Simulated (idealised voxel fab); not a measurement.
Process module in this document: voxel transistor to metal
The figure presents cross-section cut, which has a width of 190 nm and is divided into square cells with an edge length of 5 nm.
Cross-section layout: square cells on a grid; listed as bands, top to bottom; a band spans one or more cell rows.
Top height, bottom height, nm. Materials left to right, width each, nm. Single material + "throughout" = fills band edge to edge. "air" = empty.
Heights from 0 (as-received wafer is one material below). Bottom band endless downward, as "top 0, no bottom".
Top row gets the first number, bottom row gets the second, and each row in between changes by the same step: that is how a band width like "30->40" works.
What does "stayed the same" mean for a step? It means no cell of the cross-section changed in that step.
Heads up: "Sealed void list" only lists the empty pockets with no open path to the top that are 8 cells or more, and it writes them as width x height at distance, distance from the left edge, in nm.
Heads up: the bit after the settings on a step's line is the simulator's remark on that step.
For masked steps, "overlay nm" on the step line gives how far right of plan the mask actually lay; a minus sign means it lay to the left.

[Below is the list of planned process steps]
1. RECEIVE | material Si
2. OXIDIZE | depth nm 5
3. CONFORMAL_DEP | material SiN | thk nm 15
4. MASKED_ETCH | tone cover | mask id ACTIVE | width nm 135 | etch materials SiN | depth nm 15 | overlay nm 0
5. MASKED_ETCH | tone cover | mask id ACTIVE | width nm 135 | etch materials SiO2 | depth nm 5 | overlay nm 0
6. MASKED_ETCH | tone cover | mask id ACTIVE | width nm 135 | etch materials Si | depth nm 20 | overlay nm 0
7. FILL_DEP | material SiO2 | thk nm 10
8. CMP | height nm 15
9. SELECTIVE_ETCH | etch materials SiO2 | depth nm 5
10. STRIP | etch materials SiN
11. SELECTIVE_ETCH | etch materials SiO2 | depth nm 5
12. OXIDIZE | depth nm 5
13. DIRECTIONAL_DEP | material polySi | thk nm 30
14. DIRECTIONAL_DEP | material SiCN | thk nm 10
15. DIRECTIONAL_DEP | material aC | thk nm 15
16. PATTERN | tone cover | mask id GATE | material resist | width nm 35 | thk nm 30 | overlay nm 0
17. DIRECTIONAL_ETCH | etch materials aC | depth nm 15
18. STRIP | etch materials resist
19. DIRECTIONAL_ETCH | etch materials SiCN | depth nm 20
20. DIRECTIONAL_ETCH | etch materials polySi | depth nm 40
21. STRIP | etch materials aC
22. CONFORMAL_DEP | material SiN | thk nm 5
23. DIRECTIONAL_ETCH | etch materials SiN | depth nm 5
24. DIRECTIONAL_ETCH | etch materials SiO2 | depth nm 5
25. DIRECTIONAL_ETCH | etch materials Si | depth nm 5
26. EPI | material nSi | thk nm 5
27. FILL_DEP | material SiO2 | thk nm 10
28. CMP | height nm 25
29. STRIP | etch materials polySi
30. SELECTIVE_ETCH | etch materials SiO2 | depth nm 5
31. CONFORMAL_DEP | material HfO2 | thk nm 5
32. CONFORMAL_DEP | material TiN | thk nm 5
33. FILL_DEP | material W | thk nm 10
34. CMP | height nm 20
35. DIRECTIONAL_DEP | material SiO2 | thk nm 15
36. MASKED_ETCH | tone open | mask id CONTACT | width nm 20 | pitch nm 95 | etch materials SiO2 | depth nm 45 | overlay nm 0
37. CONFORMAL_DEP | material TiN | thk nm 5
38. FILL_DEP | material W | thk nm 5
39. CMP | height nm 35
40. DIRECTIONAL_DEP | material TiN | thk nm 5
41. DIRECTIONAL_DEP | material W | thk nm 20
42. MASKED_ETCH | tone cover | mask id METAL_1 | width nm 20 | pitch nm 95 | etch materials W | depth nm 20 | overlay nm 0
43. MASKED_ETCH | tone cover | mask id METAL_1 | width nm 20 | pitch nm 95 | etch materials TiN | depth nm 5 | overlay nm 0
44. FILL_DEP | material lowk | thk nm 10
45. CMP | height nm 60
46. CONFORMAL_DEP | material SiCN | thk nm 5

[Wafer cross-section on receipt, i.e. after step 1]
  top 0, no bottom | Si throughout
  Sealed void list: none

[First wafer of two, sectioned at end of module; run went per plan]
  top 65, bottom 60 | SiCN throughout
  top 60, bottom 40 | lowk: 35, W: 20, lowk: 75, W: 20, lowk: 40
  top 40, bottom 35 | lowk: 35, TiN: 20, lowk: 75, TiN: 20, lowk: 40
  top 35, bottom 20 | SiO2: 35, TiN: 5, W: 10, TiN: 5, SiO2: 75, TiN: 5, W: 10, TiN: 5, SiO2: 40
  top 20, bottom 5 | SiO2: 35, TiN: 5, W: 10, TiN: 5, SiO2: 15, SiN: 5, HfO2: 5, TiN: 5, W: 15, TiN: 5, HfO2: 5, SiN: 5, SiO2: 15, TiN: 5, W: 10, TiN: 5, SiO2: 40
  top 5, bottom 0 | SiO2: 20, SiN: 5, SiO2: 10, TiN: 5, W: 10, TiN: 5, SiO2: 15, SiN: 5, HfO2: 5, TiN: 5, W: 15, TiN: 5, HfO2: 5, SiN: 5, SiO2: 15, TiN: 5, W: 10, TiN: 5, SiO2: 10, SiN: 5, SiO2: 25
  top 0, bottom -5 | SiO2: 20, SiN: 5, SiO2: 10, TiN: 5, W: 10, TiN: 5, SiO2: 15, SiN: 5, HfO2: 5, TiN: 25, HfO2: 5, SiN: 5, SiO2: 15, TiN: 5, W: 10, TiN: 5, SiO2: 10, SiN: 5, SiO2: 25
  top -5, bottom -10 | SiO2: 35, TiN: 20, SiO2: 10, nSi: 5, HfO2: 45, nSi: 5, SiO2: 10, TiN: 20, SiO2: 40
  top -10, bottom -15 | SiO2: 25, nSi: 45, Si: 45, nSi: 45, SiO2: 30
  top -15, bottom -25 | SiO2: 25, Si: 135, SiO2: 30
  top -25, no bottom | Si throughout
  Sealed void list: none

[Cross-sectional image of the second wafer of the two following completion of the module. Starting state and process plan were the same as for the first wafer; one execution error occurred]
  top 65, bottom 60 | SiCN throughout
  top 60, bottom 40 | lowk: 35, W: 20, lowk: 75, W: 20, lowk: 40
  top 40, bottom 35 | lowk: 35, TiN: 20, lowk: 75, TiN: 20, lowk: 40
  top 35, bottom 30 | W: 60, TiN: 25, W: 15, TiN: 25, W: 65
  top 30, bottom 25 | TiN: 65, HfO2: 15, TiN: 5, W: 15, TiN: 5, HfO2: 15, TiN: 70
  top 25, bottom 20 | HfO2: 70, SiN: 5, HfO2: 5, TiN: 5, W: 15, TiN: 5, HfO2: 5, SiN: 5, HfO2: 75
  top 20, bottom 5 | SiO2: 70, SiN: 5, HfO2: 5, TiN: 5, W: 15, TiN: 5, HfO2: 5, SiN: 5, SiO2: 75
  top 5, bottom 0 | SiO2: 20, SiN: 5, SiO2: 45, SiN: 5, HfO2: 5, TiN: 5, W: 15, TiN: 5, HfO2: 5, SiN: 5, SiO2: 45, SiN: 5, SiO2: 25
  top 0, bottom -5 | SiO2: 20, SiN: 5, SiO2: 45, SiN: 5, HfO2: 5, TiN: 25, HfO2: 5, SiN: 5, SiO2: 45, SiN: 5, SiO2: 25
  top -5, bottom -10 | SiO2: 65, nSi: 5, HfO2: 45, nSi: 5, SiO2: 70
  top -10, bottom -15 | SiO2: 25, nSi: 45, Si: 45, nSi: 45, SiO2: 30
  top -15, bottom -25 | SiO2: 25, Si: 135, SiO2: 30
  top -25, no bottom | Si throughout
  Sealed void list: none
Diagnosis: heads up, step 34 of the plan was skipped and never actually ran
Wrapping up, a cell-based count of both wafers puts the second over or under the first for these materials: 37 more of HfO2 | 2 more of SiN | 42 fewer of SiO2 | 1 more of TiN | 2 more of W
